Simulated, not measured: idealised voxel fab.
process module | voxel double patterning
cross-section cut | 200 nm wide | cells 5 nm
A cross-section is a grid of square cells, given in bands from the top down. A band is one or more rows of cells.
Each band's line starts with the height of the band's top and of its bottom, in nm. Then come its materials from left to right, each with its width in nm. One material with "throughout" fills the band from edge to edge. "air" is empty space.
Height 0 is the level under which the wafer as received is all one material. The lowest band goes on downwards, as in "0 down".
A width such as "30 to 40" changes by the same amount from each row of cells to the next, from the band's top row to its bottom row.
"no change" after a step means that no cell of the cross-section changed.
closed voids: empty space of 8 cells or more with no open way to the top, each as width x height at its distance from the left edge, in nm
after a step's settings: what the simulator itself notes on the step
overlay nm, on a step with a mask: how far to the right of its planned place the mask lay; to the left if negative
plan
1 op RECEIVE | material Si
2 op CONFORMAL_DEP | material SiO2 | thk nm 10
3 op DIRECTIONAL_DEP | material TiN | thk nm 15
4 op DIRECTIONAL_DEP | material SiCN | thk nm 10
5 op DIRECTIONAL_DEP | material aC | thk nm 15
6 op PATTERN | tone open | mask id FIRST | material resist | width nm 15 | pitch nm 50 | thk nm 35 | overlay nm -15
7 op DIRECTIONAL_ETCH | etch materials aC | depth nm 15
8 op STRIP | etch materials resist
9 op DIRECTIONAL_ETCH | etch materials SiCN | depth nm 10
10 op STRIP | etch materials aC
11 op PATTERN | tone open | mask id SECOND | material resist | width nm 15 | pitch nm 50 | thk nm 20 | overlay nm 0
12 op DIRECTIONAL_ETCH | etch materials SiCN | depth nm 10
13 op STRIP | etch materials resist
14 op DIRECTIONAL_ETCH | etch materials TiN | depth nm 15
15 op STRIP | etch materials SiCN
varied across the wafers: overlay nm of step 6. The plan shows the first wafer's value. All wafers start alike
first wafer as received, after step 1
  0 down: Si throughout
  closed voids: none
each wafer at the end: cells of each material gained (+) or lost (-) since it was received, then its closed voids
overlay nm -15 | +80 SiO2 | +81 TiN | closed voids: none
overlay nm -10 | +80 SiO2 | +75 TiN | closed voids: none
overlay nm -5 | +80 SiO2 | +75 TiN | closed voids: none
overlay nm 0 | +80 SiO2 | +75 TiN | closed voids: none
overlay nm 5 | +80 SiO2 | +75 TiN | closed voids: none
overlay nm 10 | +80 SiO2 | +75 TiN | closed voids: none
overlay nm 15 | +80 SiO2 | +81 TiN | closed voids: none
